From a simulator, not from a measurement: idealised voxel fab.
process module | voxel transistor to metal
cross-section cut | 300 nm wide | cells 5 nm
A cross-section is a grid of square cells, given in bands from the top down. A band is one or more rows of cells.
Each band's line starts with the height of the band's top and of its bottom, in nm. Then come its materials from left to right, each with its width in nm. One material with "throughout" fills the band from edge to edge. "air" is empty space.
Height 0 is the level under which the wafer as received is all one material. The lowest band goes on downwards, as in "0 down".
A width such as "30 to 40" changes by the same amount from each row of cells to the next, from the band's top row to its bottom row.
"no change" after a step means that no cell of the cross-section changed.
closed voids: empty space of 8 cells or more with no open way to the top, each as width x height at its distance from the left edge, in nm
after a step's settings: what the simulator itself notes on the step
overlay nm, on a step with a mask: how far to the right of its planned place the mask lay; to the left if negative
plan
1 op RECEIVE | material Si
2 op OXIDIZE | depth nm 5
3 op CONFORMAL_DEP | material SiN | thk nm 10
4 op MASKED_ETCH | tone cover | mask id ACTIVE | width nm 115 | pitch nm 140 | etch materials SiN | depth nm 10 | overlay nm 0
5 op MASKED_ETCH | tone cover | mask id ACTIVE | width nm 115 | pitch nm 140 | etch materials SiO2 | depth nm 5 | overlay nm 0
6 op MASKED_ETCH | tone cover | mask id ACTIVE | width nm 115 | pitch nm 140 | etch materials Si | depth nm 35 | overlay nm 0
7 op OXIDIZE | depth nm 5
8 op FILL_DEP | material SiO2 | thk nm 5
9 op CMP | height nm 10
10 op SELECTIVE_ETCH | etch materials SiO2 | depth nm 10
11 op STRIP | etch materials SiN
12 op SELECTIVE_ETCH | etch materials SiO2 | depth nm 5
13 op OXIDIZE | depth nm 5
14 op DIRECTIONAL_DEP | material polySi | thk nm 30
15 op DIRECTIONAL_DEP | material SiCN | thk nm 15
16 op PATTERN | tone cover | mask id GATE | material resist | width nm 35 | pitch nm 140 | thk nm 15 | overlay nm 0
17 op DIRECTIONAL_ETCH | etch materials SiCN | depth nm 25
18 op DIRECTIONAL_ETCH | etch materials polySi | depth nm 40
19 op STRIP | etch materials resist
20 op CONFORMAL_DEP | material SiO2 | thk nm 5
21 op DIRECTIONAL_ETCH | etch materials SiO2 | depth nm 5
22 op CONFORMAL_DEP | material SiN | thk nm 10
23 op DIRECTIONAL_ETCH | etch materials SiN | depth nm 10
24 op DIRECTIONAL_ETCH | etch materials SiO2 | depth nm 5
25 op DIRECTIONAL_ETCH | etch materials Si | depth nm 10
26 op EPI | material nSi | thk nm 10
27 op FILL_DEP | material SiO2 | thk nm 10
28 op CMP | height nm 25
29 op STRIP | etch materials polySi
30 op SELECTIVE_ETCH | etch materials SiO2 | depth nm 5
31 op CONFORMAL_DEP | material HfO2 | thk nm 5
32 op CONFORMAL_DEP | material TiN | thk nm 5
33 op FILL_DEP | material W | thk nm 10
34 op CMP | height nm 20
35 op DIRECTIONAL_DEP | material SiO2 | thk nm 15
36 op DIRECTIONAL_DEP | material aC | thk nm 15
37 op PATTERN | tone open | mask id CONTACT | material resist | width nm 20 | thk nm 30 | overlay nm 0
38 op DIRECTIONAL_ETCH | etch materials aC | depth nm 15
39 op STRIP | etch materials resist
40 op DIRECTIONAL_ETCH | etch materials SiO2 | depth nm 45
41 op STRIP | etch materials aC
42 op CONFORMAL_DEP | material TiN | thk nm 5
43 op FILL_DEP | material W | thk nm 5
44 op CMP | height nm 35
45 op DIRECTIONAL_DEP | material TiN | thk nm 5
46 op DIRECTIONAL_DEP | material W | thk nm 20
47 op DIRECTIONAL_DEP | material aC | thk nm 10
48 op PATTERN | tone cover | mask id METAL_1 | material resist | width nm 20 | thk nm 25 | overlay nm 0
49 op DIRECTIONAL_ETCH | etch materials aC | depth nm 10
50 op STRIP | etch materials resist
51 op DIRECTIONAL_ETCH | etch materials W | depth nm 20
52 op DIRECTIONAL_ETCH | etch materials TiN | depth nm 5
53 op STRIP | etch materials aC
54 op FILL_DEP | material lowk | thk nm 10
55 op CMP | height nm 60
56 op CONFORMAL_DEP | material SiN | thk nm 5
as received, after step 1
  0 down: Si throughout
  closed voids: none
a wafer at the end: this start, this plan, one mistake
  65 to 60: SiN throughout
  60 to 40: lowk 25 | W 20 | lowk 65 | W 20 | lowk 35 | W 20 | lowk 65 | W 20 | lowk 30
  40 to 35: lowk 25 | TiN 20 | lowk 65 | TiN 20 | lowk 35 | TiN 20 | lowk 65 | TiN 20 | lowk 30
  35 to 20: SiO2 25 | TiN 5 | W 10 | TiN 5 | SiO2 65 | TiN 5 | W 10 | TiN 5 | SiO2 35 | TiN 5 | W 10 | TiN 5 | SiO2 65 | TiN 5 | W 10 | TiN 5 | SiO2 30
  20 to 5: SiO2 25 | TiN 5 | W 10 | TiN 5 | SiO2 5 | SiN 10 | HfO2 5 | TiN 5 | W 15 | TiN 5 | HfO2 5 | SiN 10 | SiO2 5 | TiN 5 | W 10 | TiN 5 | SiO2 35 | TiN 5 | W 10 | TiN 5 | SiO2 5 | SiN 10 | HfO2 5 | TiN 5 | W 15 | TiN 5 | HfO2 5 | SiN 10 | SiO2 5 | TiN 5 | W 10 | TiN 5 | SiO2 30
  5 to 0: SiO2 25 | TiN 5 | W 5 | TiN 10 | SiO2 5 | SiN 10 | HfO2 5 | TiN 5 | W 15 | TiN 5 | HfO2 5 | SiN 10 | SiO2 5 | TiN 10 | W 5 | TiN 5 | SiO2 35 | TiN 5 | W 5 | TiN 10 | SiO2 5 | SiN 10 | HfO2 5 | TiN 5 | W 15 | TiN 5 | HfO2 5 | SiN 10 | SiO2 5 | TiN 10 | W 5 | TiN 5 | SiO2 30
  0 to -5: SiO2 25 | TiN 5 | W 5 | TiN 5 | nSi 10 | SiN 10 | HfO2 5 | TiN 25 | HfO2 5 | SiN 10 | nSi 10 | TiN 5 | W 5 | TiN 5 | SiO2 35 | TiN 5 | W 5 | TiN 5 | nSi 10 | SiN 10 | HfO2 5 | TiN 25 | HfO2 5 | SiN 10 | nSi 10 | TiN 5 | W 5 | TiN 5 | SiO2 30
  -5 to -10: SiO2 25 | TiN 15 | nSi 10 | SiN 10 | HfO2 35 | SiN 10 | nSi 10 | TiN 15 | SiO2 35 | TiN 15 | nSi 10 | SiN 10 | HfO2 35 | SiN 10 | nSi 10 | TiN 15 | SiO2 30
  -10 to -20: SiO2 20 to 25 | nSi 30 to 25 | Si 55 | nSi 30 to 25 | SiO2 25 to 35 | nSi 30 to 25 | Si 55 | nSi 30 to 25 | SiO2 25 to 30
  -20 to -45: SiO2 25 | Si 105 | SiO2 35 | Si 105 | SiO2 30
  -45 down: Si throughout
  closed voids: none
what went wrong: step 20 was left out
